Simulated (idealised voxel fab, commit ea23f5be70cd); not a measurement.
Process module in this document: voxel self aligned vias
For reference, the cross-section in this document is cut, with width 265 nm and square cells of 5 nm.
Think of the cross-section as a grid of square cells. We describe it in bands, top to bottom, and each band covers one or more rows of those cells. Band entry format. Leading values: height of top, height of bottom, nm. Remainder: materials in left-to-right order, each with its width in nm. Special words: "everywhere" on a single material, which then fills the band edge to edge; "empty", empty space. Counting heights begins at 0, where everything beneath is, in the wafer as received, one material. The lowest band has no bottom; it goes on downwards, as "0 down" shows. Graded width ("30..40"): value in top row of band = first number; value in bottom row = second number; row-to-row change constant. You'll sometimes find "nothing got changed" written for a step, and that's the way of saying that nowhere in the cross-section did a cell change during that step. Enclosed voids (no open way to top), threshold 8 cells or more, entry "Enclosed void listing", notation width x height at distance, distance from left edge, nm. Post-settings text on a step line: simulator's own remark regarding the step. "overlay nm" denotes, for a step that has a mask, the displacement of the mask to the right of its planned place, with negative values corresponding to the left.
# List of planned process steps
- 1: RECEIVE | material Si
- 2: CONFORMAL_DEP | material SiO2 | thk nm 10
- 3: CONFORMAL_DEP | material SiCN | thk nm 5
- 4: DIRECTIONAL_DEP | material SiO2 | thk nm 25
- 5: MASKED_ETCH | tone open | mask id LINES | width nm 25 | pitch nm 60 | etch materials SiO2 | depth nm 25 | overlay nm 0
- 6: CONFORMAL_DEP | material TiN | thk nm 5
- 7: FILL_DEP | material W | thk nm 10
- 8: CMP | height nm 40
- 9: SELECTIVE_ETCH | etch materials W Ru TiN | depth nm 5
- 10: FILL_DEP | material SiN | thk nm 10
- 11: CMP | height nm 40
- 12: DIRECTIONAL_DEP | material SiO2 | thk nm 20
- 13: PATTERN | tone open | mask id VIAS | material resist | width nm 35 | pitch nm 120 | thk nm 20 | overlay nm 0
- 14: DIRECTIONAL_ETCH | etch materials SiO2 | depth nm 20
- 15: DIRECTIONAL_ETCH | etch materials SiN | depth nm 5
- 16: STRIP | etch materials resist
- 17: CONFORMAL_DEP | material TiN | thk nm 5
- 18: FILL_DEP | material Ru | thk nm 5
- 19: CMP | height nm 60
- 20: CONFORMAL_DEP | material SiN | thk nm 5
# Cross-section: wafer on arrival = after step 1
- 0 down | Si everywhere
- Enclosed void listing: none
# First of two wafers at the end of the module, shown in cross-section; run carried out as planned
- 65 to 60 | SiN everywhere
- 60 to 45 | SiO2 (55); TiN (5); Ru (25); TiN (5); SiO2 (85); TiN (5); Ru (25); TiN (5); SiO2 (55)
- 45 to 40 | SiO2 (55); TiN (10); Ru (15); TiN (10); SiO2 (85); TiN (10); Ru (15); TiN (10); SiO2 (55)
- 40 to 35 | SiO2 (60); TiN (25); SiO2 (35); SiN (25); SiO2 (35); TiN (25); SiO2 (60)
- 35 to 20 | SiO2 (60); TiN (5); W (15); TiN (5); SiO2 (35); TiN (5); W (15); TiN (5); SiO2 (35); TiN (5); W (15); TiN (5); SiO2 (60)
- 20 to 15 | SiO2 (60); TiN (25); SiO2 (35); TiN (25); SiO2 (35); TiN (25); SiO2 (60)
- 15 to 10 | SiCN everywhere
- 10 to 0 | SiO2 everywhere
- 0 down | Si everywhere
- Enclosed void listing: none
# Module end: cross-section of wafer two of two. Same start and process plan as the first wafer. One mistake during execution
- 65 to 60 | SiCN everywhere
- 60 to 45 | SiO2 (55); TiN (5); Ru (25); TiN (5); SiO2 (85); TiN (5); Ru (25); TiN (5); SiO2 (55)
- 45 to 40 | SiO2 (55); TiN (10); Ru (15); TiN (10); SiO2 (85); TiN (10); Ru (15); TiN (10); SiO2 (55)
- 40 to 35 | SiO2 (60); TiN (25); SiO2 (35); SiN (25); SiO2 (35); TiN (25); SiO2 (60)
- 35 to 20 | SiO2 (60); TiN (5); W (15); TiN (5); SiO2 (35); TiN (5); W (15); TiN (5); SiO2 (35); TiN (5); W (15); TiN (5); SiO2 (60)
- 20 to 15 | SiO2 (60); TiN (25); SiO2 (35); TiN (25); SiO2 (35); TiN (25); SiO2 (60)
- 15 to 10 | SiCN everywhere
- 10 to 0 | SiO2 everywhere
- 0 down | Si everywhere
- Enclosed void listing: none
Against the plan, the run slipped here: the process deviated at step 20: the operation and settings actually run there were CONFORMAL_DEP | material SiCN | thk nm 5
FYI, end of process, the second wafer has more or fewer cells of some materials than the first: 53 more of SiCN; 53 fewer of SiN
